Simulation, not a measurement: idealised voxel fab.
process module | voxel spacer lines
cross-section cut | 280 nm wide | cells 5 nm
A cross-section is a grid of square cells, given in bands from the top down. A band is one or more rows of cells.
Each band's line starts with the height of the band's top and of its bottom, in nm. Then come its materials from left to right, each with its width in nm. One material with "throughout" fills the band from edge to edge. "air" is empty space.
Height 0 is the level under which the wafer as received is all one material. The lowest band goes on downwards, as in "0 down".
A width such as "30 to 40" changes by the same amount from each row of cells to the next, from the band's top row to its bottom row.
"no change" after a step means that no cell of the cross-section changed.
closed voids: empty space of 8 cells or more with no open way to the top, each as width x height at its distance from the left edge, in nm
after a step's settings: what the simulator itself notes on the step
overlay nm, on a step with a mask: how far to the right of its planned place the mask lay; to the left if negative
plan
1 op RECEIVE | material Si
2 op CONFORMAL_DEP | material Al2O3 | thk nm 5
3 op DIRECTIONAL_DEP | material polySi | thk nm 10
4 op DIRECTIONAL_DEP | material aC | thk nm 20
5 op PATTERN | tone cover | mask id MANDREL | material resist | width nm 15 | pitch nm 60 | thk nm 30 | overlay nm 0
6 op DIRECTIONAL_ETCH | etch materials aC | depth nm 20
7 op STRIP | etch materials resist
8 op CONFORMAL_DEP | material SiO2 | thk nm 15
9 op DIRECTIONAL_ETCH | etch materials SiO2 | depth nm 15
10 op STRIP | etch materials aC
11 op DIRECTIONAL_ETCH | etch materials polySi | depth nm 10
12 op STRIP | etch materials SiO2
first wafer, as planned
as received, after step 1
  0 down: Si throughout
  closed voids: none
after step 2
  5 to 0: Al2O3 throughout
  below 0: unchanged
after step 3
  15 to 5: polySi throughout
  below 5: unchanged
after step 4
  35 to 15: aC throughout
  below 15: unchanged
after step 5
  65 to 35: air 70 | resist 15 | air 45 | resist 15 | air 45 | resist 15 | air 75
  below 35: unchanged
after step 6
  45 to 35: air 70 | resist 15 | air 45 | resist 15 | air 45 | resist 15 | air 75
  35 to 15: air 70 | aC 15 | air 45 | aC 15 | air 45 | aC 15 | air 75
  below 15: unchanged
after step 7
  35 to 15: air 70 | aC 15 | air 45 | aC 15 | air 45 | aC 15 | air 75
  below 15: unchanged
after step 8
  50 to 35: air 55 | SiO2 45 | air 15 | SiO2 45 | air 15 | SiO2 45 | air 60
  35 to 30: air 55 | SiO2 15 | aC 15 | SiO2 15 | air 15 | SiO2 15 | aC 15 | SiO2 15 | air 15 | SiO2 15 | aC 15 | SiO2 15 | air 60
  30 to 15: SiO2 70 | aC 15 | SiO2 45 | aC 15 | SiO2 45 | aC 15 | SiO2 75
  below 15: unchanged
after step 9
  35 to 15: air 55 | SiO2 15 | aC 15 | SiO2 15 | air 15 | SiO2 15 | aC 15 | SiO2 15 | air 15 | SiO2 15 | aC 15 | SiO2 15 | air 60
  below 15: unchanged
after step 10
  35 to 15: air 55 | SiO2 15 | air 15 | SiO2 15 | air 15 | SiO2 15 | air 15 | SiO2 15 | air 15 | SiO2 15 | air 15 | SiO2 15 | air 60
  below 15: unchanged
after step 11
  35 to 15: air 55 | SiO2 15 | air 15 | SiO2 15 | air 15 | SiO2 15 | air 15 | SiO2 15 | air 15 | SiO2 15 | air 15 | SiO2 15 | air 60
  15 to 5: air 55 | polySi 15 | air 15 | polySi 15 | air 15 | polySi 15 | air 15 | polySi 15 | air 15 | polySi 15 | air 15 | polySi 15 | air 60
  below 5: unchanged
after step 12
  15 to 5: air 55 | polySi 15 | air 15 | polySi 15 | air 15 | polySi 15 | air 15 | polySi 15 | air 15 | polySi 15 | air 15 | polySi 15 | air 60
  below 5: unchanged
second wafer: like start, like plan, one mistake. Through step 4 it matches the first wafer
when step 5 should have ended
  65 to 35: resist 70 | air 15 | resist 45 | air 15 | resist 45 | air 15 | resist 75
  below 35: unchanged
when step 6 should have ended
  45 to 35: resist 70 | air 15 | resist 45 | air 15 | resist 45 | air 15 | resist 75
  35 to 15: aC 70 | air 15 | aC 45 | air 15 | aC 45 | air 15 | aC 75
  below 15: unchanged
when step 7 should have ended
  35 to 15: aC 70 | air 15 | aC 45 | air 15 | aC 45 | air 15 | aC 75
  below 15: unchanged
when step 8 should have ended
  50 to 35: SiO2 throughout
  35 to 15: aC 70 | SiO2 15 | aC 45 | SiO2 15 | aC 45 | SiO2 15 | aC 75
  below 15: unchanged
when step 9 should have ended
  35 to 15: aC 70 | SiO2 15 | aC 45 | SiO2 15 | aC 45 | SiO2 15 | aC 75
  below 15: unchanged
when step 10 should have ended
  35 to 15: air 70 | SiO2 15 | air 45 | SiO2 15 | air 45 | SiO2 15 | air 75
  below 15: unchanged
when step 11 should have ended
  35 to 15: air 70 | SiO2 15 | air 45 | SiO2 15 | air 45 | SiO2 15 | air 75
  15 to 5: air 70 | polySi 15 | air 45 | polySi 15 | air 45 | polySi 15 | air 75
  below 5: unchanged
when step 12 should have ended
  15 to 5: air 70 | polySi 15 | air 45 | polySi 15 | air 45 | polySi 15 | air 75
  below 5: unchanged
what went wrong: step 5 ran as: op PATTERN | tone open | mask id MANDREL | material resist | width nm 15 | pitch nm 60 | thk nm 30 | overlay nm 0
at the end the second wafer has, in cells: 18 fewer of polySi
